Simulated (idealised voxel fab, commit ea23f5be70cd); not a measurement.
Process module heading - voxel tone inversion
The figure presents cross-section cut, which has a width of 160 nm and is divided into square cells with an edge length of 5 nm.
Think of the cross-section as a grid of square cells. We describe it in bands, top to bottom, and each band covers one or more rows of those cells.
Band: top and bottom heights (nm) first, top before bottom; then materials from left to right, widths in nm. "all across" marks a sole material filling the band edge to edge. "empty" denotes empty space.
Heights from 0 (as-received wafer is one material below). Bottom band endless downward, as "from 0 down".
With a width like "30->40", each row of cells in the band differs from the next by the same amount, the top row carrying the first number and the bottom row the second.
Basically "no modification" means that step didn't change any cell in the cross-section.
This entry, "Sealed void listing", enumerates those empty regions of no fewer than 8 cells that possess no open connection to the top. Each region is reported in the form width x height at distance, the distance being taken from the left edge, with all three quantities expressed in nm.
Read whatever lies past the settings on a step's line as the simulator's own remark about the step.
The setting "overlay nm" may be written on the line of a step. When the step uses a mask, the value reports how far to the right of the planned place the mask lay, and a negative value reports that it lay to the left.

Intended process steps:
| 1 | RECEIVE (material Si) |
| 2 | CONFORMAL_DEP (material SiCN; thk nm 5) |
| 3 | DIRECTIONAL_DEP (material aC; thk nm 25) |
| 4 | PATTERN (tone cover; mask id POSTS; material resist; width nm 25; pitch nm 40; thk nm 30; overlay nm 0) |
| 5 | DIRECTIONAL_ETCH (etch materials aC; depth nm 25) |
| 6 | STRIP (etch materials resist) |
| 7 | FILL_DEP (material SiO2; thk nm 5) |
| 8 | CMP (height nm 30) |
| 9 | STRIP (etch materials aC) |

As-received wafer cross-section (after step 1):
    from 0 down = Si all across
    Sealed void listing: none

Looking at the first of two wafers in cross-section at end of module - ran to plan:
    from 30 to 5 = 25 SiO2 / 25 empty / 15 SiO2 / 25 empty / 15 SiO2 / 25 empty / 30 SiO2
    from 5 to 0 = SiCN all across
    from 0 down = Si all across
    Sealed void listing: none

Cross-sectional view of the second of two wafers upon completion of the module. This wafer shared its starting condition and process plan with the first; one error was made during its execution:
    from 30 to 5 = 25 empty / 25 aC / 15 empty / 25 aC / 15 empty / 25 aC / 30 empty
    from 5 to 0 = SiCN all across
    from 0 down = Si all across
    Sealed void listing: none
Run error: rather than as planned, step 9 actually ran as STRIP (etch materials SiO2)
Final cells, second wafer relative to first, materials higher or lower: 85 fewer of SiO2 | 75 more of aC
